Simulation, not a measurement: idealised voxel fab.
Process module, titled voxel wiring stack
Cross-sectional view cut (width: 270 nm; square cell size: 5 nm).
Each cross-section below is a grid of square cells, stated as bands in top-down order, with one or more rows of cells making up each band.
Heights first: top, then bottom, in nm. Then materials, left to right, each with a width in nm. "edge to edge" on a single material: fills the band edge to edge. "blank": empty space.
Heights from 0 (as-received wafer is one material below). Bottom band endless downward, as "0..down".
The expression "30..40" gives the width at the extremes of the band, the first number at its top row of cells and the second at its bottom row, with the width changing by equal amounts from each row to the next in between.
It should be understood that the words "no modifications", when stated for a given step, signify that the cross-section underwent no change in any of its cells during that step.
Closed-off voids of 8+ cells (no open route to the top) go in "Listed closed voids", written width x height at distance from the left edge, in nm.
The remark found on a step's line after its settings is issued by the simulator itself and pertains to that step.
You can add "overlay nm" to a step's line. For a step with a mask, it describes how far the mask lay to the right of its planned position, and a negative number describes a lay to the left.

The planned process steps are enumerated hereunder:
1) RECEIVE | material Si
2) CONFORMAL_DEP | material SiO2 | thk nm 10
3) CONFORMAL_DEP | material SiCN | thk nm 5
4) DIRECTIONAL_DEP | material SiO2 | thk nm 20
5) MASKED_ETCH | tone open | mask id METAL_1 | width nm 20 | pitch nm 45 | etch materials SiO2 | depth nm 20 | overlay nm 0
6) MASKED_ETCH | tone open | mask id METAL_1 | width nm 20 | pitch nm 45 | etch materials SiCN | depth nm 5 | overlay nm 0
7) CONFORMAL_DEP | material TiN | thk nm 5
8) FILL_DEP | material Cu | thk nm 10
9) CMP | height nm 35
10) CONFORMAL_DEP | material SiCN | thk nm 5
11) DIRECTIONAL_DEP | material SiO2 | thk nm 30
12) PATTERN | tone open | mask id METAL_2_HOLES | material resist | width nm 15 | pitch nm 90 | thk nm 15 | overlay nm 0
13) DIRECTIONAL_ETCH | etch materials SiO2 | depth nm 30
14) STRIP | etch materials resist
15) DIRECTIONAL_DEP | material aC | thk nm 10
16) PATTERN | tone open | mask id METAL_2 | material resist | width nm 20 | pitch nm 45 | thk nm 25 | overlay nm 0
17) DIRECTIONAL_ETCH | etch materials aC | depth nm 10
18) STRIP | etch materials resist
19) DIRECTIONAL_ETCH | etch materials SiO2 | depth nm 20
20) DIRECTIONAL_ETCH | etch materials SiCN | depth nm 5
21) STRIP | etch materials aC
22) CONFORMAL_DEP | material TiN | thk nm 5
23) FILL_DEP | material Cu | thk nm 5
24) CMP | height nm 70
25) CONFORMAL_DEP | material SiCN | thk nm 5
26) DIRECTIONAL_DEP | material SiO2 | thk nm 35
27) PATTERN | tone open | mask id METAL_3_HOLES | material resist | width nm 15 | pitch nm 45 | thk nm 15 | overlay nm 0
28) DIRECTIONAL_ETCH | etch materials SiO2 | depth nm 35
29) STRIP | etch materials resist
30) PATTERN | tone open | mask id METAL_3 | material resist | width nm 20 | pitch nm 45 | thk nm 15 | overlay nm 0
31) DIRECTIONAL_ETCH | etch materials SiO2 | depth nm 20
32) DIRECTIONAL_ETCH | etch materials SiCN | depth nm 5
33) STRIP | etch materials resist
34) CONFORMAL_DEP | material TiN | thk nm 5
35) FILL_DEP | material Cu | thk nm 5
36) CMP | height nm 110
37) CONFORMAL_DEP | material SiCN | thk nm 5
38) DIRECTIONAL_DEP | material SiO2 | thk nm 20
39) DIRECTIONAL_DEP | material aC | thk nm 15
40) PATTERN | tone open | mask id PLUG_3 | material resist | width nm 15 | pitch nm 90 | thk nm 35 | overlay nm 0
41) DIRECTIONAL_ETCH | etch materials aC | depth nm 15
42) STRIP | etch materials resist
43) DIRECTIONAL_ETCH | etch materials SiO2 | depth nm 20
44) DIRECTIONAL_ETCH | etch materials SiCN | depth nm 5
45) STRIP | etch materials aC
46) CONFORMAL_DEP | material TiN | thk nm 5
47) FILL_DEP | material Cu | thk nm 5
48) CMP | height nm 135
49) DIRECTIONAL_DEP | material TiN | thk nm 5
50) DIRECTIONAL_DEP | material Ru | thk nm 25
51) PATTERN | tone cover | mask id METAL_4 | material resist | width nm 20 | pitch nm 45 | thk nm 20 | overlay nm 0
52) DIRECTIONAL_ETCH | etch materials Ru | depth nm 25
53) DIRECTIONAL_ETCH | etch materials TiN | depth nm 5
54) STRIP | etch materials resist
55) FILL_DEP | material SiO2 | thk nm 5
56) CMP | height nm 165
57) CONFORMAL_DEP | material SiCN | thk nm 5

Cross-section, incoming material, after step 1:
    0..down | Si edge to edge
    Listed closed voids: none

Sectioned view, first of two wafers, at the close of the module, processed as intended in the plan:
    170..165 | SiCN edge to edge
    165..140 | SiO2: 55 / Ru: 20 / SiO2: 25 / Ru: 20 / SiO2: 25 / Ru: 20 / SiO2: 25 / Ru: 20 / SiO2: 60
    140..135 | SiO2: 55 / TiN: 20 / SiO2: 25 / TiN: 20 / SiO2: 25 / TiN: 20 / SiO2: 25 / TiN: 20 / SiO2: 60
    135..115 | SiO2: 55 / TiN: 5 / Cu: 5 / TiN: 5 / SiO2: 75 / TiN: 5 / Cu: 5 / TiN: 5 / SiO2: 110
    115..110 | SiCN: 55 / TiN: 15 / SiCN: 75 / TiN: 15 / SiCN: 110
    110..95 | SiO2: 55 / TiN: 5 / Cu: 10 / TiN: 5 / SiO2: 25 / TiN: 5 / Cu: 10 / TiN: 5 / SiO2: 25 / TiN: 5 / Cu: 10 / TiN: 5 / SiO2: 25 / TiN: 5 / Cu: 10 / TiN: 5 / SiO2: 60
    95..90 | SiO2: 55 / TiN: 5 / Cu: 5 / TiN: 10 / SiO2: 25 / TiN: 5 / Cu: 5 / TiN: 10 / SiO2: 25 / TiN: 5 / Cu: 5 / TiN: 10 / SiO2: 25 / TiN: 5 / Cu: 5 / TiN: 10 / SiO2: 60
    90..75 | SiO2: 55 / TiN: 5 / Cu: 5 / TiN: 5 / SiO2: 30 / TiN: 5 / Cu: 5 / TiN: 5 / SiO2: 30 / TiN: 5 / Cu: 5 / TiN: 5 / SiO2: 30 / TiN: 5 / Cu: 5 / TiN: 5 / SiO2: 65
    75..70 | SiCN: 55 / TiN: 15 / SiCN: 30 / TiN: 15 / SiCN: 30 / TiN: 15 / SiCN: 30 / TiN: 15 / SiCN: 65
    70..55 | SiO2: 55 / TiN: 5 / Cu: 10 / TiN: 5 / SiO2: 25 / TiN: 5 / Cu: 10 / TiN: 5 / SiO2: 25 / TiN: 5 / Cu: 10 / TiN: 5 / SiO2: 25 / TiN: 5 / Cu: 10 / TiN: 5 / SiO2: 60
    55..50 | SiO2: 55 / TiN: 5 / Cu: 5 / TiN: 10 / SiO2: 25 / TiN: 20 / SiO2: 25 / TiN: 5 / Cu: 5 / TiN: 10 / SiO2: 25 / TiN: 20 / SiO2: 60
    50..40 | SiO2: 55 / TiN: 5 / Cu: 5 / TiN: 5 / SiO2: 75 / TiN: 5 / Cu: 5 / TiN: 5 / SiO2: 110
    40..35 | SiCN: 55 / TiN: 15 / SiCN: 75 / TiN: 15 / SiCN: 110
    35..15 | SiO2: 55 / TiN: 5 / Cu: 10 / TiN: 5 / SiO2: 25 / TiN: 5 / Cu: 10 / TiN: 5 / SiO2: 25 / TiN: 5 / Cu: 10 / TiN: 5 / SiO2: 25 / TiN: 5 / Cu: 10 / TiN: 5 / SiO2: 60
    15..10 | SiCN: 55 / TiN: 20 / SiCN: 25 / TiN: 20 / SiCN: 25 / TiN: 20 / SiCN: 25 / TiN: 20 / SiCN: 60
    10..0 | SiO2 edge to edge
    0..down | Si edge to edge
    Listed closed voids: none

Second wafer cross-section at end of module - shared start and plan with the first, one mistake in the run:
    170..165 | SiCN edge to edge
    165..140 | SiO2: 55 / Ru: 20 / SiO2: 25 / Ru: 20 / SiO2: 25 / Ru: 20 / SiO2: 25 / Ru: 20 / SiO2: 60
    140..135 | SiO2: 55 / TiN: 20 / SiO2: 25 / TiN: 20 / SiO2: 25 / TiN: 20 / SiO2: 25 / TiN: 20 / SiO2: 60
    135..115 | SiO2: 55 / TiN: 5 / Cu: 5 / TiN: 5 / SiO2: 75 / TiN: 5 / Cu: 5 / TiN: 5 / SiO2: 110
    115..110 | SiCN: 55 / TiN: 15 / SiCN: 75 / TiN: 15 / SiCN: 110
    110..95 | SiO2: 55 / TiN: 5 / Cu: 10 / TiN: 5 / SiO2: 25 / TiN: 5 / Cu: 10 / TiN: 5 / SiO2: 25 / TiN: 5 / Cu: 10 / TiN: 5 / SiO2: 25 / TiN: 5 / Cu: 10 / TiN: 5 / SiO2: 60
    95..90 | SiO2: 55 / TiN: 5 / Cu: 5 / TiN: 10 / SiO2: 25 / TiN: 5 / Cu: 5 / TiN: 10 / SiO2: 25 / TiN: 5 / Cu: 5 / TiN: 10 / SiO2: 25 / TiN: 5 / Cu: 5 / TiN: 10 / SiO2: 60
    90..75 | SiO2: 55 / TiN: 5 / Cu: 5 / TiN: 5 / SiO2: 30 / TiN: 5 / Cu: 5 / TiN: 5 / SiO2: 30 / TiN: 5 / Cu: 5 / TiN: 5 / SiO2: 30 / TiN: 5 / Cu: 5 / TiN: 5 / SiO2: 65
    75..70 | SiCN: 55 / TiN: 15 / SiCN: 30 / TiN: 15 / SiCN: 30 / TiN: 15 / SiCN: 30 / TiN: 15 / SiCN: 65
    70..65 | TiN: 60 / Cu: 10 / TiN: 35 / Cu: 10 / TiN: 35 / Cu: 10 / TiN: 35 / Cu: 10 / TiN: 65
    65..50 | SiO2: 55 / TiN: 5 / Cu: 10 / TiN: 5 / SiO2: 25 / TiN: 5 / Cu: 10 / TiN: 5 / SiO2: 25 / TiN: 5 / Cu: 10 / TiN: 5 / SiO2: 25 / TiN: 5 / Cu: 10 / TiN: 5 / SiO2: 60
    50..45 | SiO2: 55 / TiN: 5 / Cu: 5 / TiN: 10 / SiO2: 25 / TiN: 20 / SiO2: 25 / TiN: 5 / Cu: 5 / TiN: 10 / SiO2: 25 / TiN: 20 / SiO2: 60
    45..40 | SiO2: 55 / TiN: 5 / Cu: 5 / TiN: 5 / SiO2: 75 / TiN: 5 / Cu: 5 / TiN: 5 / SiO2: 110
    40..35 | SiCN: 55 / TiN: 15 / SiCN: 75 / TiN: 15 / SiCN: 110
    35..15 | SiO2: 55 / TiN: 5 / Cu: 10 / TiN: 5 / SiO2: 25 / TiN: 5 / Cu: 10 / TiN: 5 / SiO2: 25 / TiN: 5 / Cu: 10 / TiN: 5 / SiO2: 25 / TiN: 5 / Cu: 10 / TiN: 5 / SiO2: 60
    15..10 | SiCN: 55 / TiN: 20 / SiCN: 25 / TiN: 20 / SiCN: 25 / TiN: 20 / SiCN: 25 / TiN: 20 / SiCN: 60
    10..0 | SiO2 edge to edge
    0..down | Si edge to edge
    Listed closed voids: none
Diagnosis: step 11 off recipe, ran as DIRECTIONAL_DEP | material SiO2 | thk nm 25
Final tally in cells, some materials are higher or lower on the second wafer than on the first: +6 Cu; -48 SiO2; +42 TiN
